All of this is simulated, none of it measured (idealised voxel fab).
The following is a process module called voxel capacitor over wiring.
Each square cell in cross-section cut measures 5 nm, and the section as a whole is 200 nm wide.
If you're reading a cross-section in this doc, picture square cells in a grid; it comes to you as bands, top ones listed first down to the bottom, and a band can be one or more rows of cells.
Per band: top height and bottom height in nm, followed by the left-to-right materials and their widths in nm; "full width" marks a single material spanning edge to edge, "blank" marks empty space.
Below 0: as-received wafer, all one material; heights counted from there. Lowest band: no bottom, goes on down, written "z 0 and below".
Width "30 to 40": first value at the band's top row of cells, second value at its bottom row, equal change from row to row.
It should be understood that the words "remains unaltered", when stated for a given step, signify that the cross-section underwent no change in any of its cells during that step.
You'll see "Enclosed internal cavities" listing empty spaces that have no way open to the top, as long as they're 8 cells or more; the notation is width x height at distance, where the distance is from the left edge, and all of it is in nm.
That trailing text on a step's line, after the settings, is the simulator's own remark on the step.
The optional step-line setting "overlay nm" applies to steps with a mask and quantifies how far to the right of its planned location the mask lay, a negative value indicating leftward placement.
## Below is the list of planned process steps
1. RECEIVE with material Si
2. CONFORMAL_DEP with material SiO2, thk nm 15
3. DIRECTIONAL_DEP with material TiN, thk nm 5
4. DIRECTIONAL_DEP with material Ru, thk nm 25
5. PATTERN with tone cover, mask id METAL_1, material resist, width nm 25, pitch nm 85, thk nm 20, overlay nm 0
6. DIRECTIONAL_ETCH with etch materials Ru, depth nm 25
7. DIRECTIONAL_ETCH with etch materials TiN, depth nm 5
8. STRIP with etch materials resist
9. FILL_DEP with material SiO2, thk nm 10
10. CMP with height nm 45
11. CONFORMAL_DEP with material SiCN, thk nm 5
12. DIRECTIONAL_DEP with material lowk, thk nm 20
13. MASKED_ETCH with tone open, mask id PLUG_1, width nm 15, etch materials lowk, depth nm 20, overlay nm 0
14. MASKED_ETCH with tone open, mask id PLUG_1, width nm 15, etch materials SiCN, depth nm 5, overlay nm 0
15. EPI with material Ru, thk nm 10
16. EPI with material Ru, thk nm 10
17. EPI with material Ru, thk nm 5
18. DIRECTIONAL_DEP with material TiN, thk nm 10
19. DIRECTIONAL_DEP with material HfO2, thk nm 5
20. DIRECTIONAL_DEP with material TiN, thk nm 10
21. DIRECTIONAL_DEP with material aC, thk nm 10
22. PATTERN with tone cover, mask id UPPER_PLATE, material resist, width nm 65, thk nm 30, overlay nm 0
23. DIRECTIONAL_ETCH with etch materials aC, depth nm 10
24. STRIP with etch materials resist
25. DIRECTIONAL_ETCH with etch materials TiN, depth nm 10
26. DIRECTIONAL_ETCH with etch materials HfO2, depth nm 5
27. STRIP with etch materials aC
28. DIRECTIONAL_DEP with material aC, thk nm 15
29. PATTERN with tone cover, mask id LOWER_PLATE, material resist, width nm 75, thk nm 35, overlay nm 0
30. DIRECTIONAL_ETCH with etch materials aC, depth nm 15
31. STRIP with etch materials resist
32. DIRECTIONAL_ETCH with etch materials TiN, depth nm 10
33. STRIP with etch materials aC
34. FILL_DEP with material SiO2, thk nm 20
35. CMP with height nm 110
36. PATTERN with tone open, mask id PLUG_2, material resist, width nm 15, thk nm 15, overlay nm 0
37. DIRECTIONAL_ETCH with etch materials SiO2, depth nm 15
38. STRIP with etch materials resist
39. CONFORMAL_DEP with material TiN, thk nm 5
40. FILL_DEP with material Ru, thk nm 10
41. CMP with height nm 110
42. CONFORMAL_DEP with material SiN, thk nm 5
## The first of two wafers, run as planned
## As received (post step 1): cross-section
* z 0 and below: Si full width
* Enclosed internal cavities: none
## The wafer in cross-section once step 2 is complete
* z 15 to 0: SiO2 full width
* Lower than 0, everything is as it was.
## The wafer in cross-section once step 3 is complete
* z 20 to 15: TiN full width
* Lower than 15, everything is as it was.
## The wafer in cross-section once step 4 is complete
* z 45 to 20: Ru full width
* Lower than 20, everything is as it was.
## The wafer in cross-section once step 5 is complete
* z 65 to 45: blank=45  resist=25  blank=60  resist=25  blank=45
* Lower than 45, everything is as it was.
## The wafer in cross-section once step 6 is complete
* z 65 to 45: blank=45  resist=25  blank=60  resist=25  blank=45
* z 45 to 20: blank=45  Ru=25  blank=60  Ru=25  blank=45
* Lower than 20, everything is as it was.
## The wafer in cross-section once step 7 is complete
* z 65 to 45: blank=45  resist=25  blank=60  resist=25  blank=45
* z 45 to 20: blank=45  Ru=25  blank=60  Ru=25  blank=45
* z 20 to 15: blank=45  TiN=25  blank=60  TiN=25  blank=45
* Lower than 15, everything is as it was.
## The wafer in cross-section once step 8 is complete
* z 45 to 20: blank=45  Ru=25  blank=60  Ru=25  blank=45
* Lower than 20, everything is as it was.
## The wafer in cross-section once step 9 is complete
* z 55 to 45: SiO2 full width
* z 45 to 20: SiO2=45  Ru=25  SiO2=60  Ru=25  SiO2=45
* z 20 to 15: SiO2=45  TiN=25  SiO2=60  TiN=25  SiO2=45
* Lower than 15, everything is as it was.
## The wafer in cross-section once step 10 is complete
* z 45 to 20: SiO2=45  Ru=25  SiO2=60  Ru=25  SiO2=45
* Lower than 20, everything is as it was.
## The wafer in cross-section once step 11 is complete
* z 50 to 45: SiCN full width
* Lower than 45, everything is as it was.
## The wafer in cross-section once step 12 is complete
* z 70 to 50: lowk full width
* Lower than 50, everything is as it was.
## The wafer in cross-section once step 13 is complete
* z 70 to 50: lowk=55  blank=15  lowk=130
* Lower than 50, everything is as it was.
## The wafer in cross-section once step 14 is complete
* z 70 to 50: lowk=55  blank=15  lowk=130
* z 50 to 45: SiCN=55  blank=15  SiCN=130
* Lower than 45, everything is as it was.
## The wafer in cross-section once step 15 is complete
* z 70 to 55: lowk=55  blank=15  lowk=130
* z 55 to 50: lowk=55  Ru=15  lowk=130
* z 50 to 45: SiCN=55  Ru=15  SiCN=130
* Lower than 45, everything is as it was.
## The wafer in cross-section once step 16 is complete
* z 70 to 65: lowk=55  blank=15  lowk=130
* z 65 to 50: lowk=55  Ru=15  lowk=130
* Lower than 50, everything is as it was.
## The wafer in cross-section once step 17 is complete
* z 70 to 50: lowk=55  Ru=15  lowk=130
* Lower than 50, everything is as it was.
## The wafer in cross-section once step 18 is complete
* z 80 to 70: TiN full width
* Lower than 70, everything is as it was.
## The wafer in cross-section once step 19 is complete
* z 85 to 80: HfO2 full width
* Lower than 80, everything is as it was.
## The wafer in cross-section once step 20 is complete
* z 95 to 85: TiN full width
* Lower than 85, everything is as it was.
## The wafer in cross-section once step 21 is complete
* z 105 to 95: aC full width
* Lower than 95, everything is as it was.
## The wafer in cross-section once step 22 is complete
* z 135 to 105: blank=55  resist=65  blank=80
* Lower than 105, everything is as it was.
## The wafer in cross-section once step 23 is complete
* z 125 to 105: blank=55  resist=65  blank=80
* z 105 to 95: blank=55  aC=65  blank=80
* Lower than 95, everything is as it was.
## The wafer in cross-section once step 24 is complete
* z 105 to 95: blank=55  aC=65  blank=80
* Lower than 95, everything is as it was.
## The wafer in cross-section once step 25 is complete
* z 105 to 95: blank=55  aC=65  blank=80
* z 95 to 85: blank=55  TiN=65  blank=80
* Lower than 85, everything is as it was.
## The wafer in cross-section once step 26 is complete
* z 105 to 95: blank=55  aC=65  blank=80
* z 95 to 85: blank=55  TiN=65  blank=80
* z 85 to 80: blank=55  HfO2=65  blank=80
* Lower than 80, everything is as it was.
## The wafer in cross-section once step 27 is complete
* z 95 to 85: blank=55  TiN=65  blank=80
* Lower than 85, everything is as it was.
## The wafer in cross-section once step 28 is complete
* z 110 to 95: blank=55  aC=65  blank=80
* z 95 to 85: aC=55  TiN=65  aC=80
* z 85 to 80: aC=55  HfO2=65  aC=80
* Lower than 80, everything is as it was.
## The wafer in cross-section once step 29 is complete
* z 145 to 110: blank=50  resist=75  blank=75
* z 110 to 95: blank=50  resist=5  aC=65  resist=5  blank=75
* Lower than 95, everything is as it was.
## The wafer in cross-section once step 30 is complete
* z 130 to 110: blank=50  resist=75  blank=75
* z 110 to 95: blank=50  resist=5  aC=65  resist=5  blank=75
* z 95 to 85: blank=50  aC=5  TiN=65  aC=5  blank=75
* z 85 to 80: blank=50  aC=5  HfO2=65  aC=5  blank=75
* Lower than 80, everything is as it was.
## The wafer in cross-section once step 31 is complete
* z 110 to 95: blank=55  aC=65  blank=80
* Lower than 95, everything is as it was.
## The wafer in cross-section once step 32 is complete
* z 110 to 95: blank=55  aC=65  blank=80
* z 95 to 85: blank=50  aC=5  TiN=65  aC=5  blank=75
* z 85 to 80: blank=50  aC=5  HfO2=65  aC=5  blank=75
* z 80 to 70: blank=50  TiN=75  blank=75
* Lower than 70, everything is as it was.
## The wafer in cross-section once step 33 is complete
* z 95 to 85: blank=55  TiN=65  blank=80
* z 85 to 80: blank=55  HfO2=65  blank=80
* Lower than 80, everything is as it was.
## The wafer in cross-section once step 34 is complete
* z 115 to 95: SiO2 full width
* z 95 to 85: SiO2=55  TiN=65  SiO2=80
* z 85 to 80: SiO2=55  HfO2=65  SiO2=80
* z 80 to 70: SiO2=50  TiN=75  SiO2=75
* Lower than 70, everything is as it was.
## The wafer in cross-section once step 35 is complete
* z 110 to 95: SiO2 full width
* Lower than 95, everything is as it was.
## The wafer in cross-section once step 36 is complete
* z 125 to 110: resist=65  blank=15  resist=120
* Lower than 110, everything is as it was.
## The wafer in cross-section once step 37 is complete
* z 125 to 110: resist=65  blank=15  resist=120
* z 110 to 95: SiO2=65  blank=15  SiO2=120
* Lower than 95, everything is as it was.
## The wafer in cross-section once step 38 is complete
* z 110 to 95: SiO2=65  blank=15  SiO2=120
* Lower than 95, everything is as it was.
## The wafer in cross-section once step 39 is complete
* z 115 to 110: TiN=70  blank=5  TiN=125
* z 110 to 100: SiO2=65  TiN=5  blank=5  TiN=5  SiO2=120
* z 100 to 95: SiO2=65  TiN=15  SiO2=120
* Lower than 95, everything is as it was.
## The wafer in cross-section once step 40 is complete
* z 125 to 115: Ru full width
* z 115 to 110: TiN=70  Ru=5  TiN=125
* z 110 to 100: SiO2=65  TiN=5  Ru=5  TiN=5  SiO2=120
* Lower than 100, everything is as it was.
## The wafer in cross-section once step 41 is complete
* z 110 to 100: SiO2=65  TiN=5  Ru=5  TiN=5  SiO2=120
* Lower than 100, everything is as it was.
## The wafer in cross-section once step 42 is complete
* z 115 to 110: SiN full width
* Lower than 110, everything is as it was.
## Here the second wafer is described. Its start and its plan were those of the first wafer. Its run contained one mistake. Up to and including step 12, it did exactly what the first wafer did
## Second wafer profile in section, at the moment step 13 of the plan was meant to be complete
* z 70 to 50: lowk=50  blank=25  lowk=125
* Lower than 50, everything is as it was.
## Second wafer profile in section, at the moment step 14 of the plan was meant to be complete
* z 70 to 50: lowk=50  blank=25  lowk=125
* z 50 to 45: SiCN=55  blank=15  SiCN=130
* Lower than 45, everything is as it was.
## Second wafer profile in section, at the moment step 15 of the plan was meant to be complete
* z 70 to 55: lowk=50  blank=25  lowk=125
* z 55 to 50: lowk=50  Ru=25  lowk=125
* z 50 to 45: SiCN=55  Ru=15  SiCN=130
* Lower than 45, everything is as it was.
## Second wafer profile in section, at the moment step 16 of the plan was meant to be complete
* z 70 to 65: lowk=50  blank=25  lowk=125
* z 65 to 50: lowk=50  Ru=25  lowk=125
* Lower than 50, everything is as it was.
## Second wafer profile in section, at the moment step 17 of the plan was meant to be complete
* z 70 to 50: lowk=50  Ru=25  lowk=125
* Lower than 50, everything is as it was.
## Second wafer profile in section, at the moment step 18 of the plan was meant to be complete
* z 80 to 70: TiN full width
* Lower than 70, everything is as it was.
## Second wafer profile in section, at the moment step 19 of the plan was meant to be complete
* z 85 to 80: HfO2 full width
* Lower than 80, everything is as it was.
## Second wafer profile in section, at the moment step 20 of the plan was meant to be complete
* z 95 to 85: TiN full width
* Lower than 85, everything is as it was.
## Second wafer profile in section, at the moment step 21 of the plan was meant to be complete
* z 105 to 95: aC full width
* Lower than 95, everything is as it was.
## Second wafer profile in section, at the moment step 22 of the plan was meant to be complete
* z 135 to 105: blank=55  resist=65  blank=80
* Lower than 105, everything is as it was.
## Second wafer profile in section, at the moment step 23 of the plan was meant to be complete
* z 125 to 105: blank=55  resist=65  blank=80
* z 105 to 95: blank=55  aC=65  blank=80
* Lower than 95, everything is as it was.
## Second wafer profile in section, at the moment step 24 of the plan was meant to be complete
* z 105 to 95: blank=55  aC=65  blank=80
* Lower than 95, everything is as it was.
## Second wafer profile in section, at the moment step 25 of the plan was meant to be complete
* z 105 to 95: blank=55  aC=65  blank=80
* z 95 to 85: blank=55  TiN=65  blank=80
* Lower than 85, everything is as it was.
## Second wafer profile in section, at the moment step 26 of the plan was meant to be complete
* z 105 to 95: blank=55  aC=65  blank=80
* z 95 to 85: blank=55  TiN=65  blank=80
* z 85 to 80: blank=55  HfO2=65  blank=80
* Lower than 80, everything is as it was.
## Second wafer profile in section, at the moment step 27 of the plan was meant to be complete
* z 95 to 85: blank=55  TiN=65  blank=80
* Lower than 85, everything is as it was.
## Second wafer profile in section, at the moment step 28 of the plan was meant to be complete
* z 110 to 95: blank=55  aC=65  blank=80
* z 95 to 85: aC=55  TiN=65  aC=80
* z 85 to 80: aC=55  HfO2=65  aC=80
* Lower than 80, everything is as it was.
## Second wafer profile in section, at the moment step 29 of the plan was meant to be complete
* z 145 to 110: blank=50  resist=75  blank=75
* z 110 to 95: blank=50  resist=5  aC=65  resist=5  blank=75
* Lower than 95, everything is as it was.
## Second wafer profile in section, at the moment step 30 of the plan was meant to be complete
* z 130 to 110: blank=50  resist=75  blank=75
* z 110 to 95: blank=50  resist=5  aC=65  resist=5  blank=75
* z 95 to 85: blank=50  aC=5  TiN=65  aC=5  blank=75
* z 85 to 80: blank=50  aC=5  HfO2=65  aC=5  blank=75
* Lower than 80, everything is as it was.
## Second wafer profile in section, at the moment step 31 of the plan was meant to be complete
* z 110 to 95: blank=55  aC=65  blank=80
* Lower than 95, everything is as it was.
## Second wafer profile in section, at the moment step 32 of the plan was meant to be complete
* z 110 to 95: blank=55  aC=65  blank=80
* z 95 to 85: blank=50  aC=5  TiN=65  aC=5  blank=75
* z 85 to 80: blank=50  aC=5  HfO2=65  aC=5  blank=75
* z 80 to 70: blank=50  TiN=75  blank=75
* Lower than 70, everything is as it was.
## Second wafer profile in section, at the moment step 33 of the plan was meant to be complete
* z 95 to 85: blank=55  TiN=65  blank=80
* z 85 to 80: blank=55  HfO2=65  blank=80
* Lower than 80, everything is as it was.
## Second wafer profile in section, at the moment step 34 of the plan was meant to be complete
* z 115 to 95: SiO2 full width
* z 95 to 85: SiO2=55  TiN=65  SiO2=80
* z 85 to 80: SiO2=55  HfO2=65  SiO2=80
* z 80 to 70: SiO2=50  TiN=75  SiO2=75
* Lower than 70, everything is as it was.
## Second wafer profile in section, at the moment step 35 of the plan was meant to be complete
* z 110 to 95: SiO2 full width
* Lower than 95, everything is as it was.
## Second wafer profile in section, at the moment step 36 of the plan was meant to be complete
* z 125 to 110: resist=65  blank=15  resist=120
* Lower than 110, everything is as it was.
## Second wafer profile in section, at the moment step 37 of the plan was meant to be complete
* z 125 to 110: resist=65  blank=15  resist=120
* z 110 to 95: SiO2=65  blank=15  SiO2=120
* Lower than 95, everything is as it was.
## Second wafer profile in section, at the moment step 38 of the plan was meant to be complete
* z 110 to 95: SiO2=65  blank=15  SiO2=120
* Lower than 95, everything is as it was.
## Second wafer profile in section, at the moment step 39 of the plan was meant to be complete
* z 115 to 110: TiN=70  blank=5  TiN=125
* z 110 to 100: SiO2=65  TiN=5  blank=5  TiN=5  SiO2=120
* z 100 to 95: SiO2=65  TiN=15  SiO2=120
* Lower than 95, everything is as it was.
## Second wafer profile in section, at the moment step 40 of the plan was meant to be complete
* z 125 to 115: Ru full width
* z 115 to 110: TiN=70  Ru=5  TiN=125
* z 110 to 100: SiO2=65  TiN=5  Ru=5  TiN=5  SiO2=120
* Lower than 100, everything is as it was.
## Second wafer profile in section, at the moment step 41 of the plan was meant to be complete
* z 110 to 100: SiO2=65  TiN=5  Ru=5  TiN=5  SiO2=120
* Lower than 100, everything is as it was.
## Second wafer profile in section, at the moment step 42 of the plan was meant to be complete
* z 115 to 110: SiN full width
* Lower than 110, everything is as it was.
what went wrong: step 13 ran with different settings than intended, the actual operation and settings being MASKED_ETCH with tone open, mask id PLUG_1, width nm 25, etch materials lowk, depth nm 20, overlay nm 0
The closing comparison, in cells, has the second wafer with more or fewer of some materials than the first: Ru +8; lowk -8
